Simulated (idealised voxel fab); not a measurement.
You're looking at the process module voxel wiring stack.
For reference, the cross-section in this document is cut, with width 240 nm and square cells of 5 nm.
Cross-section spec: square-cell grid; bands listed top down; each band is one or more rows.
What a band's entry tells you: where the top is and where the bottom is, as heights in nm, and after that what lies inside, material by material from left to right, each with its width in nm. Empty space is written as the word "air", and a single material marked with the word "everywhere" occupies the band from edge to edge.
Height datum 0, below which the as-received substrate wafer is one material. Lowest band open at the bottom, running downward: "0 and below".
A width given as "30..40" starts at the first number in the band's top row and ends at the second number in its bottom row, shifting by an equal amount at every step from row to row.
Take "no change" at face value: in the step it is given for, the cross-section changed in none of its cells.
"Enclosed internal voids" - sealed voids, min. 8 cells, no opening to top; format: width x height at distance (distance from left edge; nm throughout).
It should be noted that, on the line of a given step, the content following the step's settings is a remark produced by the simulator itself with respect to that step.
What "overlay nm" on a step's line means: if the step has a mask, that mask lay this far to the right of its planned place, or, when the value is negative, to the left.
[Intended process steps]
1 RECEIVE: material Si
2 CONFORMAL_DEP: material SiO2, thk nm 15
3 CONFORMAL_DEP: material SiN, thk nm 5
4 DIRECTIONAL_DEP: material SiO2, thk nm 20
5 MASKED_ETCH: tone open, mask id METAL_1, width nm 30, pitch nm 50, etch materials SiO2, depth nm 20, overlay nm 0
6 MASKED_ETCH: tone open, mask id METAL_1, width nm 30, pitch nm 50, etch materials SiN, depth nm 5, overlay nm 0
7 CONFORMAL_DEP: material TiN, thk nm 5
8 FILL_DEP: material Cu, thk nm 5
9 CMP: height nm 40
10 CONFORMAL_DEP: material SiCN, thk nm 5
11 DIRECTIONAL_DEP: material SiO2, thk nm 15
12 PATTERN: tone open, mask id PLUG_1, material resist, width nm 15, pitch nm 50, thk nm 15, overlay nm 0
13 DIRECTIONAL_ETCH: etch materials SiO2, depth nm 15
14 DIRECTIONAL_ETCH: etch materials SiCN, depth nm 5
15 STRIP: etch materials resist
16 CONFORMAL_DEP: material TiN, thk nm 5
17 FILL_DEP: material Ru, thk nm 5
18 CMP: height nm 60
19 DIRECTIONAL_DEP: material TiN, thk nm 5
20 DIRECTIONAL_DEP: material Ru, thk nm 20
21 DIRECTIONAL_DEP: material aC, thk nm 10
22 PATTERN: tone cover, mask id METAL_2, material resist, width nm 30, pitch nm 50, thk nm 25, overlay nm 0
23 DIRECTIONAL_ETCH: etch materials aC, depth nm 10
24 STRIP: etch materials resist
25 DIRECTIONAL_ETCH: etch materials Ru, depth nm 20
26 DIRECTIONAL_ETCH: etch materials TiN, depth nm 5
27 STRIP: etch materials aC
28 CONFORMAL_DEP: material SiCN, thk nm 5
29 FILL_DEP: material lowk, thk nm 5
30 CMP: height nm 85
31 CONFORMAL_DEP: material SiCN, thk nm 5
32 DIRECTIONAL_DEP: material SiO2, thk nm 30
33 PATTERN: tone open, mask id METAL_3_HOLES, material resist, width nm 15, pitch nm 100, thk nm 15, overlay nm 0
34 DIRECTIONAL_ETCH: etch materials SiO2, depth nm 30
35 STRIP: etch materials resist
36 PATTERN: tone open, mask id METAL_3, material resist, width nm 30, pitch nm 50, thk nm 20, overlay nm 0
37 DIRECTIONAL_ETCH: etch materials SiO2, depth nm 20
38 DIRECTIONAL_ETCH: etch materials SiCN, depth nm 5
39 STRIP: etch materials resist
40 CONFORMAL_DEP: material TiN, thk nm 5
41 FILL_DEP: material Cu, thk nm 10
42 CMP: height nm 120
43 CONFORMAL_DEP: material SiCN, thk nm 5
[Wafer at receipt (post step 1), cross-section]
- 0 and below  Si everywhere
- Enclosed internal voids: none
[First wafer of two, sectioned at end of module; run went per plan]
- 125 down to 120  SiCN everywhere
- 120 down to 105  SiO2: 30 / TiN: 5 / Cu: 20 / TiN: 5 / SiO2: 20 / TiN: 5 / Cu: 20 / TiN: 5 / SiO2: 20 / TiN: 5 / Cu: 20 / TiN: 5 / SiO2: 20 / TiN: 5 / Cu: 20 / TiN: 5 / SiO2: 30
- 105 down to 100  SiO2: 30 / TiN: 5 / Cu: 5 / TiN: 20 / SiO2: 20 / TiN: 30 / SiO2: 20 / TiN: 5 / Cu: 5 / TiN: 20 / SiO2: 20 / TiN: 30 / SiO2: 30
- 100 down to 90  SiO2: 30 / TiN: 5 / Cu: 5 / TiN: 5 / SiO2: 85 / TiN: 5 / Cu: 5 / TiN: 5 / SiO2: 95
- 90 down to 85  SiCN: 30 / TiN: 15 / SiCN: 85 / TiN: 15 / SiCN: 95
- 85 down to 65  lowk: 25 / SiCN: 5 / Ru: 30 / SiCN: 5 / lowk: 10 / SiCN: 5 / Ru: 30 / SiCN: 5 / lowk: 10 / SiCN: 5 / Ru: 30 / SiCN: 5 / lowk: 10 / SiCN: 5 / Ru: 30 / SiCN: 5 / lowk: 25
- 65 down to 60  SiCN: 30 / TiN: 30 / SiCN: 20 / TiN: 30 / SiCN: 20 / TiN: 30 / SiCN: 20 / TiN: 30 / SiCN: 30
- 60 down to 45  SiO2: 30 / TiN: 5 / Ru: 5 / TiN: 5 / SiO2: 35 / TiN: 5 / Ru: 5 / TiN: 5 / SiO2: 35 / TiN: 5 / Ru: 5 / TiN: 5 / SiO2: 35 / TiN: 5 / Ru: 5 / TiN: 5 / SiO2: 45
- 45 down to 40  SiCN: 30 / TiN: 15 / SiCN: 35 / TiN: 15 / SiCN: 35 / TiN: 15 / SiCN: 35 / TiN: 15 / SiCN: 45
- 40 down to 20  SiO2: 30 / TiN: 5 / Cu: 20 / TiN: 5 / SiO2: 20 / TiN: 5 / Cu: 20 / TiN: 5 / SiO2: 20 / TiN: 5 / Cu: 20 / TiN: 5 / SiO2: 20 / TiN: 5 / Cu: 20 / TiN: 5 / SiO2: 30
- 20 down to 15  SiN: 30 / TiN: 30 / SiN: 20 / TiN: 30 / SiN: 20 / TiN: 30 / SiN: 20 / TiN: 30 / SiN: 30
- 15 down to 0  SiO2 everywhere
- 0 and below  Si everywhere
- Enclosed internal voids: none
[The second wafer, shown in cross-section after the module: started the same way as the first and given the same plan, yet one mistake crept into how it was run]
- 125 down to 120  SiCN everywhere
- 120 down to 105  SiO2: 30 / TiN: 5 / Cu: 20 / TiN: 5 / SiO2: 20 / TiN: 5 / Cu: 20 / TiN: 5 / SiO2: 20 / TiN: 5 / Cu: 20 / TiN: 5 / SiO2: 20 / TiN: 5 / Cu: 20 / TiN: 5 / SiO2: 30
- 105 down to 100  SiO2: 30 / TiN: 5 / Cu: 5 / TiN: 20 / SiO2: 20 / TiN: 30 / SiO2: 20 / TiN: 5 / Cu: 5 / TiN: 20 / SiO2: 20 / TiN: 30 / SiO2: 30
- 100 down to 90  SiO2: 30 / TiN: 5 / Cu: 5 / TiN: 5 / SiO2: 85 / TiN: 5 / Cu: 5 / TiN: 5 / SiO2: 95
- 90 down to 85  SiCN: 30 / TiN: 15 / SiCN: 85 / TiN: 15 / SiCN: 95
- 85 down to 65  lowk: 25 / SiCN: 5 / Ru: 30 / SiCN: 5 / lowk: 10 / SiCN: 5 / Ru: 30 / SiCN: 5 / lowk: 10 / SiCN: 5 / Ru: 30 / SiCN: 5 / lowk: 10 / SiCN: 5 / Ru: 30 / SiCN: 5 / lowk: 25
- 65 down to 60  SiCN: 30 / TiN: 30 / SiCN: 20 / TiN: 30 / SiCN: 20 / TiN: 30 / SiCN: 20 / TiN: 30 / SiCN: 30
- 60 down to 45  SiO2: 30 / TiN: 5 / Ru: 5 / TiN: 5 / SiO2: 35 / TiN: 5 / Ru: 5 / TiN: 5 / SiO2: 35 / TiN: 5 / Ru: 5 / TiN: 5 / SiO2: 35 / TiN: 5 / Ru: 5 / TiN: 5 / SiO2: 45
- 45 down to 40  SiCN: 30 / TiN: 15 / SiCN: 35 / TiN: 15 / SiCN: 35 / TiN: 15 / SiCN: 35 / TiN: 15 / SiCN: 45
- 40 down to 35  TiN: 35 / Cu: 20 / TiN: 30 / Cu: 20 / TiN: 30 / Cu: 20 / TiN: 30 / Cu: 20 / TiN: 35
- 35 down to 20  SiO2: 30 / TiN: 5 / Cu: 20 / TiN: 5 / SiO2: 20 / TiN: 5 / Cu: 20 / TiN: 5 / SiO2: 20 / TiN: 5 / Cu: 20 / TiN: 5 / SiO2: 20 / TiN: 5 / Cu: 20 / TiN: 5 / SiO2: 30
- 20 down to 15  SiN: 30 / TiN: 30 / SiN: 20 / TiN: 30 / SiN: 20 / TiN: 30 / SiN: 20 / TiN: 30 / SiN: 30
- 15 down to 0  SiO2 everywhere
- 0 and below  Si everywhere
- Enclosed internal voids: none
Processing error: step 4 off recipe, ran as DIRECTIONAL_DEP: material SiO2, thk nm 15
Cell-count delta at end, second wafer over first, by material: SiO2: 24 fewer, TiN: 24 more
